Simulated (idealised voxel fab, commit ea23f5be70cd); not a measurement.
voxel capacitor over wiring: a process module
Section shown: cut. Width: 255 nm. Cell size: 5 nm, square.
When this document writes out a cross-section, it uses a grid of square cells and lists it as bands, beginning at the top and moving down, with a band standing for one or more rows of cells. Band: top height; bottom height; in nm. Then, left to right: material with width in nm, for each material. "everywhere": a single material spanning edge to edge. "empty": empty space. Beneath 0, the wafer as received is one material, and that level is where height counting begins. The lowest band goes on downward without a bottom; it is written like "from 0 down". You'd read "30..40" like this: the band's top row of cells is as wide as the first number, its bottom row is as wide as the second, and going down, every row changes width by the same amount as the row before did. The cross-section has no changed cell in any step marked "nothing altered". "Entrapped voids" contains a list of empty spaces, each no smaller than 8 cells and without an open way to the top, written in the form width x height at distance with the distance from the left edge and all three in nm. Note: text after step settings on the step line = simulator remark on that step. The optional step-line setting "overlay nm" applies to steps with a mask and quantifies how far to the right of its planned location the mask lay, a negative value indicating leftward placement.

This section lists the process steps that were planned:
- 1: RECEIVE,material Si
- 2: CONFORMAL_DEP,material SiO2,thk nm 15
- 3: DIRECTIONAL_DEP,material TiN,thk nm 5
- 4: DIRECTIONAL_DEP,material Ru,thk nm 15
- 5: PATTERN,tone cover,mask id METAL_1,material resist,width nm 30,pitch nm 95,thk nm 15,overlay nm 0
- 6: DIRECTIONAL_ETCH,etch materials Ru,depth nm 15
- 7: DIRECTIONAL_ETCH,etch materials TiN,depth nm 5
- 8: STRIP,etch materials resist
- 9: FILL_DEP,material lowk,thk nm 5
- 10: CMP,height nm 35
- 11: CONFORMAL_DEP,material SiCN,thk nm 5
- 12: DIRECTIONAL_DEP,material SiO2,thk nm 10
- 13: MASKED_ETCH,tone open,mask id PLUG_1,width nm 15,etch materials SiO2,depth nm 10,overlay nm 0
- 14: MASKED_ETCH,tone open,mask id PLUG_1,width nm 15,etch materials SiCN,depth nm 5,overlay nm 0
- 15: EPI,material Ru,thk nm 10
- 16: EPI,material Ru,thk nm 5
- 17: DIRECTIONAL_DEP,material TiN,thk nm 5
- 18: DIRECTIONAL_DEP,material HfO2,thk nm 5
- 19: DIRECTIONAL_DEP,material TiN,thk nm 5
- 20: DIRECTIONAL_DEP,material aC,thk nm 10
- 21: PATTERN,tone cover,mask id UPPER_PLATE,material resist,width nm 70,thk nm 25,overlay nm 0
- 22: DIRECTIONAL_ETCH,etch materials aC,depth nm 10
- 23: STRIP,etch materials resist
- 24: DIRECTIONAL_ETCH,etch materials TiN,depth nm 5
- 25: DIRECTIONAL_ETCH,etch materials HfO2,depth nm 5
- 26: STRIP,etch materials aC
- 27: PATTERN,tone cover,mask id LOWER_PLATE,material resist,width nm 80,thk nm 15,overlay nm 0
- 28: DIRECTIONAL_ETCH,etch materials TiN,depth nm 5
- 29: STRIP,etch materials resist
- 30: FILL_DEP,material SiO2,thk nm 15
- 31: CMP,height nm 75
- 32: PATTERN,tone open,mask id PLUG_2,material resist,width nm 15,thk nm 15,overlay nm 0
- 33: DIRECTIONAL_ETCH,etch materials SiO2,depth nm 10
- 34: STRIP,etch materials resist
- 35: CONFORMAL_DEP,material TiN,thk nm 5
- 36: FILL_DEP,material Cu,thk nm 10
- 37: CMP,height nm 75
- 38: CONFORMAL_DEP,material SiCN,thk nm 5

This is the cross-section of the wafer as we received it, i.e. after step 1:
from 0 down | Si everywhere
Entrapped voids: none

Look at the cross-section after the module: the wafer started out the way shown above and the plan was the one shown above, yet one mistake was made along the way:
from 80 to 75 | SiCN everywhere
from 75 to 70 | 90 of SiO2 / 5 of TiN / 5 of Cu / 5 of TiN / 150 of SiO2
from 70 to 65 | 90 of SiO2 / 15 of TiN / 150 of SiO2
from 65 to 60 | Cu everywhere
from 60 to 55 | HfO2 everywhere
from 55 to 50 | TiN everywhere
from 50 to 40 | 80 of SiO2 / 15 of Ru / 160 of SiO2
from 40 to 35 | 80 of SiCN / 15 of Ru / 160 of SiCN
from 35 to 20 | 65 of lowk / 30 of Ru / 65 of lowk / 30 of Ru / 65 of lowk
from 20 to 15 | 65 of lowk / 30 of TiN / 65 of lowk / 30 of TiN / 65 of lowk
from 15 to 0 | SiO2 everywhere
from 0 down | Si everywhere
Entrapped voids: none
Deviation from plan: rather than as planned, step 19 actually ran as DIRECTIONAL_DEP,material Cu,thk nm 5
